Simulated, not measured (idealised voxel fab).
The name of this process module is voxel trench capacitor.
Cross-section cut spans 275 nm and uses square cells 5 nm in size.
A cross-section in this document is a grid of square cells, and it is written down as bands, the top band listed before the ones below it; a band is made up of one or more rows of cells.
Top height, bottom height, nm. Materials left to right, width each, nm. Single material + "everywhere" = fills band edge to edge. "air" = empty.
The level at which height equals 0 is the one under which the wafer, as it arrives, is entirely one material. No lower edge exists for the bottom band, which continues downward and is notated as in "0 nm and below".
Width "30->40": first value at the band's top row of cells, second value at its bottom row, equal change from row to row.
Any step labelled "changes: none" changed none of the cells in the cross-section.
Entry "Trapped cavities". Content: empty spaces with no open connection to the top, size 8 cells or greater. Each: width x height at distance. Distance: from left edge. Unit: nm.
On each step's line, the part that comes after the settings is the simulator's own comment on the step.
Among the settings permitted on a step's line is "overlay nm"; applied to a step with a mask, it specifies the extent to which the mask lay to the right of its planned position, whereas a negative figure signifies a position to the left.
-- The planned process steps are enumerated hereunder
step 1: RECEIVE,material Si
step 2: CONFORMAL_DEP,material SiN,thk nm 5
step 3: PATTERN,tone open,mask id TRENCH,material resist,width nm 30,pitch nm 50,thk nm 15,overlay nm 0
step 4: DIRECTIONAL_ETCH,etch materials SiN,depth nm 5
step 5: DIRECTIONAL_ETCH,etch materials Si,depth nm 25
step 6: STRIP,etch materials resist
step 7: CONFORMAL_DEP,material HfO2,thk nm 5
step 8: CONFORMAL_DEP,material TiN,thk nm 5
step 9: FILL_DEP,material W,thk nm 10
step 10: CMP,height nm 5
-- as received, after step 1
  0 nm and below: Si everywhere
  Trapped cavities: none
-- Cross-sectional view of the first of the two wafers upon completion of the module, processed in accordance with the plan
  5 nm to 0 nm: SiN 95 | HfO2 5 | TiN 5 | W 10 | TiN 5 | HfO2 5 | SiN 20 | HfO2 5 | TiN 5 | W 10 | TiN 5 | HfO2 5 | SiN 100
  0 nm to -15 nm: Si 95 | HfO2 5 | TiN 5 | W 10 | TiN 5 | HfO2 5 | Si 20 | HfO2 5 | TiN 5 | W 10 | TiN 5 | HfO2 5 | Si 100
  -15 nm to -20 nm: Si 95 | HfO2 5 | TiN 20 | HfO2 5 | Si 20 | HfO2 5 | TiN 20 | HfO2 5 | Si 100
  -20 nm to -25 nm: Si 95 | HfO2 30 | Si 20 | HfO2 30 | Si 100
  -25 nm and below: Si everywhere
  Trapped cavities: none
-- Cross-section, wafer two of two, end of module: same start and plan as wafer one, one error in execution
  5 nm to 0 nm: HfO2 everywhere
  0 nm and below: Si everywhere
  Trapped cavities: none
The plan and the run diverged here: contrary to plan, step 2 was performed as CONFORMAL_DEP,material HfO2,thk nm 5
At the finish, the second wafer shows more or fewer cells for some materials than the first does: HfO2: 23 more | Si: 60 more | SiN: 43 fewer | TiN: 24 fewer | W: 16 fewer
